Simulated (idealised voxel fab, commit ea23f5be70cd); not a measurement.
Process module, titled voxel transistor to metal
Cross-sectional view cut (width: 235 nm; square cell size: 5 nm).
Cross-section format: a grid of square cells, given as bands from top to bottom; each band is one or more rows of cells.
This entry defines a band. It first specifies the height of the band's top and the height of its bottom in nm, and then specifies the band's materials from left to right, stating each material with its width in nm. The word "full width" identifies a single material that fills the band from edge to edge, while the word "blank" identifies empty space.
Note: height 0 marks the level under which the wafer is uniformly one material as received. Lowest band unbounded below, written "from 0 down".
Quick explanation for "30->40": the width changes in equal steps down the rows of cells, from the first number in the band's top row to the second number in its bottom row.
"no alteration", as given for a step, is the statement that not any cell of the cross-section underwent a change during that step.
Closed empty spaces (no open way to the top) of 8 cells or more are what "Enclosed empty spaces" lists, each as width x height at distance from the left edge, nm for all three.
Text after the settings on a step's line: the simulator's own remark on that step.
"overlay nm" denotes, for a step that has a mask, the displacement of the mask to the right of its planned place, with negative values corresponding to the left.
The following list gives the planned process steps
| 1 | RECEIVE, material Si |
| 2 | OXIDIZE, depth nm 5 |
| 3 | CONFORMAL_DEP, material SiN, thk nm 15 |
| 4 | DIRECTIONAL_DEP, material aC, thk nm 15 |
| 5 | PATTERN, tone cover, mask id ACTIVE, material resist, width nm 85, pitch nm 105, thk nm 35, overlay nm 0 |
| 6 | DIRECTIONAL_ETCH, etch materials aC, depth nm 15 |
| 7 | STRIP, etch materials resist |
| 8 | DIRECTIONAL_ETCH, etch materials SiN, depth nm 15 |
| 9 | DIRECTIONAL_ETCH, etch materials SiO2, depth nm 5 |
| 10 | DIRECTIONAL_ETCH, etch materials Si, depth nm 30 |
| 11 | STRIP, etch materials aC |
| 12 | OXIDIZE, depth nm 5 |
| 13 | FILL_DEP, material SiO2, thk nm 15 |
| 14 | CMP, height nm 15 |
| 15 | SELECTIVE_ETCH, etch materials SiO2, depth nm 10 |
| 16 | STRIP, etch materials SiN |
| 17 | SELECTIVE_ETCH, etch materials SiO2, depth nm 5 |
| 18 | OXIDIZE, depth nm 5 |
| 19 | DIRECTIONAL_DEP, material polySi, thk nm 20 |
| 20 | DIRECTIONAL_DEP, material SiCN, thk nm 15 |
| 21 | DIRECTIONAL_DEP, material aC, thk nm 10 |
| 22 | PATTERN, tone cover, mask id GATE, material resist, width nm 15, pitch nm 105, thk nm 30, overlay nm 0 |
| 23 | DIRECTIONAL_ETCH, etch materials aC, depth nm 10 |
| 24 | STRIP, etch materials resist |
| 25 | DIRECTIONAL_ETCH, etch materials SiCN, depth nm 25 |
| 26 | DIRECTIONAL_ETCH, etch materials polySi, depth nm 30 |
| 27 | STRIP, etch materials aC |
| 28 | CONFORMAL_DEP, material SiO2, thk nm 5 |
| 29 | DIRECTIONAL_ETCH, etch materials SiO2, depth nm 5 |
| 30 | CONFORMAL_DEP, material SiN, thk nm 5 |
| 31 | DIRECTIONAL_ETCH, etch materials SiN, depth nm 5 |
| 32 | DIRECTIONAL_ETCH, etch materials SiO2, depth nm 5 |
| 33 | DIRECTIONAL_ETCH, etch materials Si, depth nm 5 |
| 34 | EPI, material SiGe, thk nm 5 |
| 35 | FILL_DEP, material SiO2, thk nm 5 |
| 36 | CMP, height nm 30 |
| 37 | DIRECTIONAL_DEP, material SiO2, thk nm 10 |
| 38 | PATTERN, tone open, mask id CONTACT, material resist, width nm 15, thk nm 15, overlay nm 0 |
| 39 | DIRECTIONAL_ETCH, etch materials SiO2, depth nm 50 |
| 40 | STRIP, etch materials resist |
| 41 | CONFORMAL_DEP, material TiN, thk nm 5 |
| 42 | FILL_DEP, material W, thk nm 10 |
| 43 | CMP, height nm 40 |
| 44 | DIRECTIONAL_DEP, material TiN, thk nm 5 |
| 45 | DIRECTIONAL_DEP, material W, thk nm 25 |
| 46 | MASKED_ETCH, tone cover, mask id METAL_1, width nm 15, etch materials W, depth nm 25, overlay nm 0 |
| 47 | MASKED_ETCH, tone cover, mask id METAL_1, width nm 15, etch materials TiN, depth nm 5, overlay nm 0 |
| 48 | FILL_DEP, material SiO2, thk nm 10 |
| 49 | CMP, height nm 70 |
| 50 | CONFORMAL_DEP, material SiCN, thk nm 5 |
| 51 | DIRECTIONAL_DEP, material SiO2, thk nm 30 |
| 52 | PATTERN, tone open, mask id METAL_2, material resist, width nm 15, pitch nm 105, thk nm 15, overlay nm 0 |
| 53 | DIRECTIONAL_ETCH, etch materials SiO2, depth nm 15 |
| 54 | STRIP, etch materials resist |
| 55 | PATTERN, tone open, mask id METAL_2_HOLES, material resist, width nm 15, pitch nm 105, thk nm 20, overlay nm 0 |
| 56 | DIRECTIONAL_ETCH, etch materials SiO2, depth nm 15 |
| 57 | DIRECTIONAL_ETCH, etch materials SiCN, depth nm 5 |
| 58 | STRIP, etch materials resist |
| 59 | CONFORMAL_DEP, material TiN, thk nm 5 |
| 60 | FILL_DEP, material Ru, thk nm 5 |
| 61 | CMP, height nm 105 |
| 62 | CONFORMAL_DEP, material SiCN, thk nm 5 |
For clarity, it should be stated that the wafers under discussion commence in an identical condition and differ with respect to the width nm of step 52, the plan indicating the value that the first wafer had.
The first of several wafers in cross-section, exactly as it reached us after step 1
from 0 down = Si full width
Enclosed empty spaces: none
End of the module, past its last step, step 62: how the first of several wafers looks in cross-section
from 110 to 105 = SiCN full width
from 105 to 75 = SiO2=25, then TiN=5, then Ru=5, then TiN=5, then SiO2=90, then TiN=5, then Ru=5, then TiN=5, then SiO2=90
from 75 to 70 = SiCN=25, then TiN=15, then SiCN=90, then TiN=15, then SiCN=90
from 70 to 45 = SiO2=25, then W=15, then SiO2=45, then W=15, then SiO2=30, then W=15, then SiO2=45, then W=15, then SiO2=30
from 45 to 40 = SiO2=25, then TiN=15, then SiO2=45, then TiN=15, then SiO2=30, then TiN=15, then SiO2=45, then TiN=15, then SiO2=30
from 40 to 30 = SiO2=25, then TiN=5, then W=5, then TiN=5, then SiO2=45, then TiN=5, then W=5, then TiN=5, then SiO2=30, then TiN=5, then W=5, then TiN=5, then SiO2=45, then TiN=5, then W=5, then TiN=5, then SiO2=30
from 30 to 15 = SiO2=25, then TiN=5, then W=5, then TiN=5, then SiO2=5, then SiN=5, then SiO2=5, then SiCN=15, then SiO2=5, then SiN=5, then SiO2=5, then TiN=5, then W=5, then TiN=5, then SiO2=30, then TiN=5, then W=5, then TiN=5, then SiO2=5, then SiN=5, then SiO2=5, then SiCN=15, then SiO2=5, then SiN=5, then SiO2=5, then TiN=5, then W=5, then TiN=5, then SiO2=30
from 15 to 0 = SiO2=25, then TiN=5, then W=5, then TiN=5, then SiO2=5, then SiN=5, then SiO2=5, then polySi=15, then SiO2=5, then SiN=5, then SiO2=5, then TiN=5, then W=5, then TiN=5, then SiO2=30, then TiN=5, then W=5, then TiN=5, then SiO2=5, then SiN=5, then SiO2=5, then polySi=15, then SiO2=5, then SiN=5, then SiO2=5, then TiN=5, then W=5, then TiN=5, then SiO2=30
from 0 to -5 = SiO2=20, then SiN=5, then TiN=5, then W=5, then TiN=5, then SiO2=5, then SiN=5, then SiO2=5, then polySi=15, then SiO2=5, then SiN=5, then SiO2=5, then TiN=5, then W=5, then TiN=5, then SiN=5, then SiO2=20, then SiN=5, then TiN=5, then W=5, then TiN=5, then SiO2=5, then SiN=5, then SiO2=5, then polySi=15, then SiO2=5, then SiN=5, then SiO2=5, then TiN=5, then W=5, then TiN=5, then SiN=5, then SiO2=25
from -5 to -10 = SiO2=25, then TiN=15, then SiGe=5, then SiO2=35, then SiGe=5, then TiN=15, then SiO2=30, then TiN=15, then SiGe=5, then SiO2=35, then SiGe=5, then TiN=15, then SiO2=30
from -10 to -15 = SiO2=25, then SiGe=20, then Si=35, then SiGe=20, then SiO2=30, then SiGe=20, then Si=35, then SiGe=20, then SiO2=30
from -15 to -40 = SiO2=25, then Si=75, then SiO2=30, then Si=75, then SiO2=30
from -40 down = Si full width
Enclosed empty spaces: none
Cross-sectional depiction of the last of several wafers upon completion of the module
from 110 to 105 = SiCN full width
from 105 to 95 = SiO2=20, then TiN=5, then Ru=20, then TiN=5, then SiO2=75, then TiN=5, then Ru=20, then TiN=5, then SiO2=80
from 95 to 90 = SiO2=20, then TiN=10, then Ru=5, then TiN=15, then SiO2=75, then TiN=10, then Ru=5, then TiN=15, then SiO2=80
from 90 to 75 = SiO2=25, then TiN=5, then Ru=5, then TiN=5, then SiO2=90, then TiN=5, then Ru=5, then TiN=5, then SiO2=90
from 75 to 70 = SiCN=25, then TiN=15, then SiCN=90, then TiN=15, then SiCN=90
from 70 to 45 = SiO2=25, then W=15, then SiO2=45, then W=15, then SiO2=30, then W=15, then SiO2=45, then W=15, then SiO2=30
from 45 to 40 = SiO2=25, then TiN=15, then SiO2=45, then TiN=15, then SiO2=30, then TiN=15, then SiO2=45, then TiN=15, then SiO2=30
from 40 to 30 = SiO2=25, then TiN=5, then W=5, then TiN=5, then SiO2=45, then TiN=5, then W=5, then TiN=5, then SiO2=30, then TiN=5, then W=5, then TiN=5, then SiO2=45, then TiN=5, then W=5, then TiN=5, then SiO2=30
from 30 to 15 = SiO2=25, then TiN=5, then W=5, then TiN=5, then SiO2=5, then SiN=5, then SiO2=5, then SiCN=15, then SiO2=5, then SiN=5, then SiO2=5, then TiN=5, then W=5, then TiN=5, then SiO2=30, then TiN=5, then W=5, then TiN=5, then SiO2=5, then SiN=5, then SiO2=5, then SiCN=15, then SiO2=5, then SiN=5, then SiO2=5, then TiN=5, then W=5, then TiN=5, then SiO2=30
from 15 to 0 = SiO2=25, then TiN=5, then W=5, then TiN=5, then SiO2=5, then SiN=5, then SiO2=5, then polySi=15, then SiO2=5, then SiN=5, then SiO2=5, then TiN=5, then W=5, then TiN=5, then SiO2=30, then TiN=5, then W=5, then TiN=5, then SiO2=5, then SiN=5, then SiO2=5, then polySi=15, then SiO2=5, then SiN=5, then SiO2=5, then TiN=5, then W=5, then TiN=5, then SiO2=30
from 0 to -5 = SiO2=20, then SiN=5, then TiN=5, then W=5, then TiN=5, then SiO2=5, then SiN=5, then SiO2=5, then polySi=15, then SiO2=5, then SiN=5, then SiO2=5, then TiN=5, then W=5, then TiN=5, then SiN=5, then SiO2=20, then SiN=5, then TiN=5, then W=5, then TiN=5, then SiO2=5, then SiN=5, then SiO2=5, then polySi=15, then SiO2=5, then SiN=5, then SiO2=5, then TiN=5, then W=5, then TiN=5, then SiN=5, then SiO2=25
from -5 to -10 = SiO2=25, then TiN=15, then SiGe=5, then SiO2=35, then SiGe=5, then TiN=15, then SiO2=30, then TiN=15, then SiGe=5, then SiO2=35, then SiGe=5, then TiN=15, then SiO2=30
from -10 to -15 = SiO2=25, then SiGe=20, then Si=35, then SiGe=20, then SiO2=30, then SiGe=20, then Si=35, then SiGe=20, then SiO2=30
from -15 to -40 = SiO2=25, then Si=75, then SiO2=30, then Si=75, then SiO2=30
from -40 down = Si full width
Enclosed empty spaces: none
What follows is a table in which each wafer occupies a row; for the wafer as it stands at the close of the module, the row states, material by material, how many cells have been gained (+) or lost (-) since receipt, and then gives its closed voids
width nm 15, +12 Ru, -212 Si, +106 SiCN, +20 SiGe, +32 SiN, +830 SiO2, +126 TiN, +96 W, +24 polySi, Enclosed empty spaces: none
width nm 20, +16 Ru, -212 Si, +106 SiCN, +20 SiGe, +32 SiN, +824 SiO2, +128 TiN, +96 W, +24 polySi, Enclosed empty spaces: none
width nm 25, +20 Ru, -212 Si, +106 SiCN, +20 SiGe, +32 SiN, +818 SiO2, +130 TiN, +96 W, +24 polySi, Enclosed empty spaces: none
width nm 30, +24 Ru, -212 Si, +106 SiCN, +20 SiGe, +32 SiN, +812 SiO2, +132 TiN, +96 W, +24 polySi, Enclosed empty spaces: none
